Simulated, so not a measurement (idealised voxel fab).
voxel ribs on slabs: a process module
For reference, the cross-section in this document is cut, with width 240 nm and square cells of 5 nm.
A cross-section in this document is a grid of square cells, and it is written down as bands, the top band listed before the ones below it; a band is made up of one or more rows of cells.
Each band's line starts with the height of the band's top and of its bottom, in nm. Then come its materials from left to right, each with its width in nm. One material with "all across" fills the band from edge to edge. "empty" is empty space.
Heads up on the height convention: 0 is the point under which the incoming wafer is all one material, and the lowest band has no bottom, it just keeps going down, like "from 0 down".
With a width like "30->40", each row of cells in the band differs from the next by the same amount, the top row carrying the first number and the bottom row the second.
A step reported as "everything unchanged" is a step in which no cell of the cross-section changed.
"Fully enclosed voids": sealed empty spaces, 8 cells or more, no open way to top, listed width x height at distance, with distance from the left edge and width, height and distance in nm.
The remark found on a step's line after its settings is issued by the simulator itself and pertains to that step.
"overlay nm" answers the question of how far to the right of plan the mask lay on a step that has a mask, and when it is negative the answer is to the left.
SO HERE'S THE LINEUP OF PROCESS STEPS WE PLANNED
1 RECEIVE with material Si
2 DIRECTIONAL_DEP with material SiO2, thk nm 30
3 DIRECTIONAL_DEP with material SiN, thk nm 20
4 PATTERN with tone cover, mask id RIB, material resist, width nm 20, thk nm 15, overlay nm 0
5 DIRECTIONAL_ETCH with etch materials SiN, depth nm 10
6 STRIP with etch materials resist
7 PATTERN with tone cover, mask id SLAB, material resist, width nm 70, thk nm 15, overlay nm 0
8 DIRECTIONAL_ETCH with etch materials SiN, depth nm 10
9 STRIP with etch materials resist
10 FILL_DEP with material SiO2, thk nm 30
11 CMP with height nm 70
12 DIRECTIONAL_DEP with material W, thk nm 10
13 MASKED_ETCH with tone cover, mask id HEATER, width nm 20, etch materials W, depth nm 10, overlay nm 0
14 CONFORMAL_DEP with material SiO2, thk nm 10
The wafers are alike at the start. At step 13, their width nm differs. The plan lists the first wafer's value.
RECEIVED WAFERS, FIRST OF SEVERAL: CROSS-SECTION AFTER STEP 1
	from 0 down: Si all across
	Fully enclosed voids: none
END-OF-MODULE CROSS-SECTION, FIRST OF SEVERAL WAFERS, AFTER LAST STEP 14
	from 90 to 80: 100 of empty; 40 of SiO2; 100 of empty
	from 80 to 70: 110 of SiO2; 20 of W; 110 of SiO2
	from 70 to 50: SiO2 all across
	from 50 to 40: 110 of SiO2; 20 of SiN; 110 of SiO2
	from 40 to 30: 85 of SiO2; 70 of SiN; 85 of SiO2
	from 30 to 0: SiO2 all across
	from 0 down: Si all across
	Fully enclosed voids: none
CROSS-SECTIONAL VIEW OF THE FINAL WAFER OF SEVERAL AT THE MODULE'S END
	from 90 to 80: 90 of empty; 65 of SiO2; 85 of empty
	from 80 to 70: 100 of SiO2; 45 of W; 95 of SiO2
	from 70 to 50: SiO2 all across
	from 50 to 40: 110 of SiO2; 20 of SiN; 110 of SiO2
	from 40 to 30: 85 of SiO2; 70 of SiN; 85 of SiO2
	from 30 to 0: SiO2 all across
	from 0 down: Si all across
	Fully enclosed voids: none
GAINED (+) OR LOST (-) CELLS OF EACH MATERIAL SINCE RECEIPT, THEN CLOSED VOIDS: ONE ROW PER WAFER, AT THE END OF THE MODULE
width nm 20; +36 SiN; +740 SiO2; +8 W; Fully enclosed voids: none
width nm 25; +36 SiN; +740 SiO2; +10 W; Fully enclosed voids: none
width nm 30; +36 SiN; +740 SiO2; +12 W; Fully enclosed voids: none
width nm 35; +36 SiN; +740 SiO2; +14 W; Fully enclosed voids: none
width nm 40; +36 SiN; +740 SiO2; +16 W; Fully enclosed voids: none
width nm 45; +36 SiN; +740 SiO2; +18 W; Fully enclosed voids: none
